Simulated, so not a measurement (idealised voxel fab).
Title: Process Module voxel fin reveal
FYI the section here is cut, 295 nm wide, cells are 5 nm squares.
Bands, listed from the top down, are how a cross-section gets written in this document; the cross-section itself is a grid of square cells, and a band is one or more rows of them.
Band entry format. Leading values: height of top, height of bottom, nm. Remainder: materials in left-to-right order, each with its width in nm. Special words: "throughout" on a single material, which then fills the band edge to edge; "blank", empty space.
The level at which height equals 0 is the one under which the wafer, as it arrives, is entirely one material. No lower edge exists for the bottom band, which continues downward and is notated as in "0..down".
Graded width ("30->40"): value in top row of band = first number; value in bottom row = second number; row-to-row change constant.
Where a step carries "no change occurred", the cross-section came out of it unchanged, cell for cell.
So "Completely sealed voids" is basically the list of trapped voids: any empty space of 8 cells or more that can't reach the top through an opening. They're written width x height at distance, the distance being from the left edge, and it's all nm.
Read whatever lies past the settings on a step's line as the simulator's own remark about the step.
"overlay nm" denotes, for a step that has a mask, the displacement of the mask to the right of its planned place, with negative values corresponding to the left.
# The steps planned for the process are as follows
1. RECEIVE: material Si
2. CONFORMAL_DEP: material SiN, thk nm 10
3. DIRECTIONAL_DEP: material aC, thk nm 10
4. PATTERN: tone cover, mask id FINS, material resist, width nm 15, pitch nm 45, thk nm 30, overlay nm 0
5. DIRECTIONAL_ETCH: etch materials aC, depth nm 10
6. STRIP: etch materials resist
7. DIRECTIONAL_ETCH: etch materials SiN, depth nm 10
8. DIRECTIONAL_ETCH: etch materials Si, depth nm 40
9. STRIP: etch materials aC
10. FILL_DEP: material SiO2, thk nm 5
11. CMP: height nm 10
12. SELECTIVE_ETCH: etch materials SiO2, depth nm 25
13. STRIP: etch materials SiN
# Delivered wafer in cross-section: state after step 1
> 0..down | Si throughout
> Completely sealed voids: none
# Run as planned - first of the two wafers cross-sectioned at the end of the module
> 0..-15 | blank 70 nm / Si 15 nm / blank 30 nm / Si 15 nm / blank 30 nm / Si 15 nm / blank 30 nm / Si 15 nm / blank 75 nm
> -15..-40 | SiO2 70 nm / Si 15 nm / SiO2 30 nm / Si 15 nm / SiO2 30 nm / Si 15 nm / SiO2 30 nm / Si 15 nm / SiO2 75 nm
> -40..down | Si throughout
> Completely sealed voids: none
# This cross-section belongs to the second wafer of two at the end of the module; the start and the plan were shared with the first, and the run included one mistake
> 0..-15 | blank 70 nm / Si 15 nm / blank 30 nm / Si 15 nm / blank 30 nm / Si 15 nm / blank 30 nm / Si 15 nm / blank 75 nm
> -15..-25 | SiO2 45 nm / blank 25 nm / Si 15 nm / blank 30 nm / Si 15 nm / blank 30 nm / Si 15 nm / blank 30 nm / Si 15 nm / blank 25 nm / SiO2 50 nm
> -25..-40 | SiO2 70 nm / Si 15 nm / SiO2 30 nm / Si 15 nm / SiO2 30 nm / Si 15 nm / SiO2 30 nm / Si 15 nm / SiO2 75 nm
> -40..down | Si throughout
> Completely sealed voids: none
Where did the run depart from the plan? plan vs actual: 12 and 13 interchanged
Upon completion, the second wafer contains, in terms of cells, a greater or smaller amount of certain materials than the first wafer: 56 fewer of SiO2
